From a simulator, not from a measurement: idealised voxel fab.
This is a process module. Its name is voxel spacer lines.
Square cell edge 5 nm, section width 250 nm, ID cut.
Each cross-section below is a grid of square cells, stated as bands in top-down order, with one or more rows of cells making up each band.
Top, bottom (nm), then materials left to right with widths (nm); lone material tagged "all across" fills the whole band edge to edge; "air" = empty space.
Heights from 0 (as-received wafer is one material below). Bottom band endless downward, as "0 down".
A width given as "30 to 40" starts at the first number in the band's top row and ends at the second number in its bottom row, shifting by an equal amount at every step from row to row.
Take "no change occurred" at face value: in the step it is given for, the cross-section changed in none of its cells.
Enclosed voids (no open way to top), threshold 8 cells or more, entry "Completely enclosed voids", notation width x height at distance, distance from left edge, nm.
Post-settings text on a step line: simulator's own remark regarding the step.
You can add "overlay nm" to a step's line. For a step with a mask, it describes how far the mask lay to the right of its planned position, and a negative number describes a lay to the left.
These are the steps we planned for the process:
step 1: RECEIVE | material Si
step 2: CONFORMAL_DEP | material Al2O3 | thk nm 10
step 3: DIRECTIONAL_DEP | material polySi | thk nm 15
step 4: DIRECTIONAL_DEP | material aC | thk nm 30
step 5: PATTERN | tone cover | mask id MANDREL | material resist | width nm 20 | pitch nm 70 | thk nm 40 | overlay nm 0
step 6: DIRECTIONAL_ETCH | etch materials aC | depth nm 30
step 7: STRIP | etch materials resist
step 8: CONFORMAL_DEP | material SiN | thk nm 15
step 9: DIRECTIONAL_ETCH | etch materials SiN | depth nm 15
step 10: STRIP | etch materials aC
step 11: DIRECTIONAL_ETCH | etch materials polySi | depth nm 15
step 12: STRIP | etch materials SiN
step 13: FILL_DEP | material SiO2 | thk nm 5
step 14: CMP | height nm 25
Cross-section of the wafer at receipt, which is the condition after step 1:
0 down  Si all across
Completely enclosed voids: none
Cross-sectional result after module completion. Note: starting condition and plan are unchanged from above; one processing mistake was made:
25 to 10  70 SiO2  15 polySi  15 SiO2  15 polySi  25 SiO2  15 polySi  15 SiO2  15 polySi  65 SiO2
10 to 0  Al2O3 all across
0 down  Si all across
Completely enclosed voids: none
Against the plan, the run slipped here: step 5 off recipe, ran as PATTERN | tone cover | mask id MANDREL | material resist | width nm 15 | pitch nm 70 | thk nm 40 | overlay nm 0
